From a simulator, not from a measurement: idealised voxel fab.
process module | voxel self aligned contacts
cross-section cut | 285 nm wide | cells 5 nm
A cross-section is a grid of square cells, given in bands from the top down. A band is one or more rows of cells.
Each band's line starts with the height of the band's top and of its bottom, in nm. Then come its materials from left to right, each with its width in nm. One material with "throughout" fills the band from edge to edge. "air" is empty space.
Height 0 is the level under which the wafer as received is all one material. The lowest band goes on downwards, as in "0 down".
A width such as "30 to 40" changes by the same amount from each row of cells to the next, from the band's top row to its bottom row.
"no change" after a step means that no cell of the cross-section changed.
closed voids: empty space of 8 cells or more with no open way to the top, each as width x height at its distance from the left edge, in nm
after a step's settings: what the simulator itself notes on the step
overlay nm, on a step with a mask: how far to the right of its planned place the mask lay; to the left if negative
plan
1 op RECEIVE | material Si
2 op OXIDIZE | depth nm 5
3 op DIRECTIONAL_DEP | material polySi | thk nm 20
4 op DIRECTIONAL_DEP | material SiN | thk nm 20
5 op MASKED_ETCH | tone cover | mask id GATE | width nm 30 | pitch nm 60 | etch materials SiN | depth nm 20 | overlay nm 0
6 op MASKED_ETCH | tone cover | mask id GATE | width nm 30 | pitch nm 60 | etch materials polySi | depth nm 20 | overlay nm 0
7 op CONFORMAL_DEP | material SiN | thk nm 5
8 op DIRECTIONAL_ETCH | etch materials SiN | depth nm 5
9 op FILL_DEP | material SiO2 | thk nm 15
10 op CMP | height nm 45
11 op MASKED_ETCH | tone open | mask id CONTACT | width nm 40 | etch materials SiO2 | depth nm 50 | overlay nm 0
12 op CONFORMAL_DEP | material TiN | thk nm 5
13 op FILL_DEP | material W | thk nm 10
14 op CMP | height nm 45
15 op CONFORMAL_DEP | material SiN | thk nm 5
as received, after step 1
  0 down: Si throughout
  closed voids: none
a wafer at the end: this start, this plan, one mistake
  50 to 45: SiN throughout
  45 to 40: SiO2 120 | TiN 15 | W 10 | TiN 20 | SiO2 120
  40 to 20: SiO2 90 | SiN 40 | TiN 5 | W 10 | TiN 5 | SiN 40 | SiO2 95
  20 to 0: SiO2 90 | SiN 5 | polySi 30 | SiN 5 | TiN 5 | W 10 | TiN 5 | SiN 5 | polySi 30 | SiN 5 | SiO2 95
  0 to -5: SiO2 130 | TiN 20 | SiO2 135
  -5 down: Si throughout
  closed voids: none
what went wrong: step 11 ran as: op MASKED_ETCH | tone open | mask id CONTACT | width nm 45 | etch materials SiO2 | depth nm 50 | overlay nm 0
